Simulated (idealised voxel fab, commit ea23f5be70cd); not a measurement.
The process module presented herein is designated voxel tone inversion.
We display cut, a cross-section 230 nm in width whose square cells are each 5 nm.
Cross-section format: a grid of square cells, given as bands from top to bottom; each band is one or more rows of cells.
The entry gives the band's vertical extent as a top height and a bottom height in nm, then its horizontal make-up as materials from left to right, each with a width in nm. "empty" stands for empty space; a single material marked "all across" fills the band edge to edge.
It should be noted that heights are counted from 0, beneath which the wafer as supplied is of one material throughout, and that the lowest band possesses no lower boundary but continues downward, as written in "0..down".
Top row gets the first number, bottom row gets the second, and each row in between changes by the same step: that is how a band width like "30..40" works.
"no change" (step): cross-section cells unchanged, all of them.
Each empty space that has no open way to the top and spans at least 8 cells appears under "Catalogued sealed voids" as width x height at distance, the distance counted from the left edge, all in nm.
Read whatever lies past the settings on a step's line as the simulator's own remark about the step.
You can add "overlay nm" to a step's line. For a step with a mask, it describes how far the mask lay to the right of its planned position, and a negative number describes a lay to the left.
-- Listed below are the process steps as planned
1. op RECEIVE | material Si
2. op CONFORMAL_DEP | material SiCN | thk nm 5
3. op DIRECTIONAL_DEP | material polySi | thk nm 25
4. op PATTERN | tone cover | mask id POSTS | material resist | width nm 25 | pitch nm 50 | thk nm 35 | overlay nm -15
5. op DIRECTIONAL_ETCH | etch materials polySi | depth nm 25
6. op STRIP | etch materials resist
7. op FILL_DEP | material lowk | thk nm 5
8. op CMP | height nm 30
9. op STRIP | etch materials polySi
Where the wafers of this document differ is in the overlay nm of step 4; they start out the same, and the plan states the value that applied to the first wafer.
-- Cross-section of the first of several wafers as received (after step 1)
- 0..down | Si all across
- Catalogued sealed voids: none
-- Cross-section after step 9, the final step of the module, for the first of several wafers
- 30..5 | 35 nm lowk; 25 nm empty; 25 nm lowk; 25 nm empty; 25 nm lowk; 25 nm empty; 70 nm lowk
- 5..0 | SiCN all across
- 0..down | Si all across
- Catalogued sealed voids: none
-- Wafer cross-section (last wafer, module end)
- 30..5 | 65 nm lowk; 25 nm empty; 25 nm lowk; 25 nm empty; 25 nm lowk; 25 nm empty; 40 nm lowk
- 5..0 | SiCN all across
- 0..down | Si all across
- Catalogued sealed voids: none
-- Basically each wafer gets a line in the table, showing it at the end of the module: material by material, the cells it gained (+) or lost (-) since we got it, then its closed voids
overlay nm -15 | +46 SiCN | +155 lowk | Catalogued sealed voids: none
overlay nm -10 | +46 SiCN | +155 lowk | Catalogued sealed voids: none
overlay nm -5 | +46 SiCN | +155 lowk | Catalogued sealed voids: none
overlay nm 0 | +46 SiCN | +155 lowk | Catalogued sealed voids: none
overlay nm 5 | +46 SiCN | +155 lowk | Catalogued sealed voids: none
overlay nm 10 | +46 SiCN | +155 lowk | Catalogued sealed voids: none
overlay nm 15 | +46 SiCN | +155 lowk | Catalogued sealed voids: none
